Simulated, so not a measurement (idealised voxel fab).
This is a process module. Its name is voxel self aligned contacts.
Cross-sectional view cut (width: 145 nm; square cell size: 5 nm).
Cross-sections here: square-cell grids, written as top-down lists of bands, a band being one or more rows of cells. It is stipulated that each band's entry specify, in nanometres, the height of the top of the band and then that of its bottom, followed by the materials of the band in left-to-right sequence, each together with its width in nanometres. A single material marked by the word "throughout" is understood to fill the band from edge to edge; the word "air" is understood to denote empty space. Ref level 0: as-received wafer is one material below here. Bottom band extends down with no lower bound ("0 nm and below"). Per-row width for "30..40": begins at first number (top row of band), ends at second number (bottom row), increment between rows held constant. "remained unchanged" for a step: no cell of the cross-section changed in that step. "Closed voids list" means: voids of 8 cells or more that are shut off from the top with no open way through. Written width x height at distance, distance from the left edge, in nm. The remark found on a step's line after its settings is issued by the simulator itself and pertains to that step. overlay nm: where the mask lay relative to plan, measured to the right, on steps with a mask; negatives go left.

The steps planned for the process are as follows:
1) op RECEIVE | material Si
2) op OXIDIZE | depth nm 5
3) op DIRECTIONAL_DEP | material polySi | thk nm 20
4) op DIRECTIONAL_DEP | material SiN | thk nm 25
5) op DIRECTIONAL_DEP | material aC | thk nm 10
6) op PATTERN | tone cover | mask id GATE | material resist | width nm 35 | pitch nm 75 | thk nm 25 | overlay nm 0
7) op DIRECTIONAL_ETCH | etch materials aC | depth nm 10
8) op STRIP | etch materials resist
9) op DIRECTIONAL_ETCH | etch materials SiN | depth nm 25
10) op DIRECTIONAL_ETCH | etch materials polySi | depth nm 20
11) op STRIP | etch materials aC
12) op CONFORMAL_DEP | material SiN | thk nm 10
13) op DIRECTIONAL_ETCH | etch materials SiN | depth nm 10
14) op FILL_DEP | material SiO2 | thk nm 15
15) op CMP | height nm 55
16) op MASKED_ETCH | tone open | mask id CONTACT | width nm 50 | etch materials SiO2 | depth nm 60 | overlay nm 0
17) op CONFORMAL_DEP | material TiN | thk nm 5
18) op FILL_DEP | material Ru | thk nm 5
19) op CMP | height nm 55
20) op CONFORMAL_DEP | material SiCN | thk nm 5

So this is the incoming wafer in cross-section - it's already been through step 1:
> 0 nm and below = Si throughout
> Closed voids list: none

End-of-module XS, first of two wafers, run as planned:
> 60 nm to 55 nm = SiCN throughout
> 55 nm to 45 nm = SiO2=45 / TiN=5..20 / Ru=40..10 / TiN=5..20 / SiO2=50
> 45 nm to 20 nm = SiO2=5 / SiN=55 / TiN=5 / Ru=10 / TiN=5 / SiN=55 / SiO2=10
> 20 nm to 0 nm = SiO2=5 / SiN=10 / polySi=35 / SiN=10 / TiN=5 / Ru=10 / TiN=5 / SiN=10 / polySi=35 / SiN=10 / SiO2=10
> 0 nm to -5 nm = SiO2=60 / TiN=20 / SiO2=65
> -5 nm and below = Si throughout
> Closed voids list: none

Cross-sectional view: second of two wafers, end of module; start and plan identical to the first, one mistake in running:
> 60 nm to 55 nm = SiCN throughout
> 55 nm to 45 nm = SiO2=45 / TiN=5..20 / Ru=40..10 / TiN=5..20 / SiO2=50
> 45 nm to 20 nm = SiO2=5 / SiN=55 / TiN=5 / Ru=10 / TiN=5 / SiN=55 / SiO2=10
> 20 nm to 15 nm = SiO2=60 / TiN=20 / SiO2=65
> 15 nm to 0 nm = polySi throughout
> 0 nm and below = Si throughout
> Closed voids list: none
Deviation noted in wafer processing: ran 2 and 3 in swapped order versus the plan
At the finish, the second wafer shows more or fewer cells for some materials than the first does: Ru: 8 fewer, Si: 29 more, SiN: 32 fewer, SiO2: 12 fewer, TiN: 8 fewer, polySi: 31 more
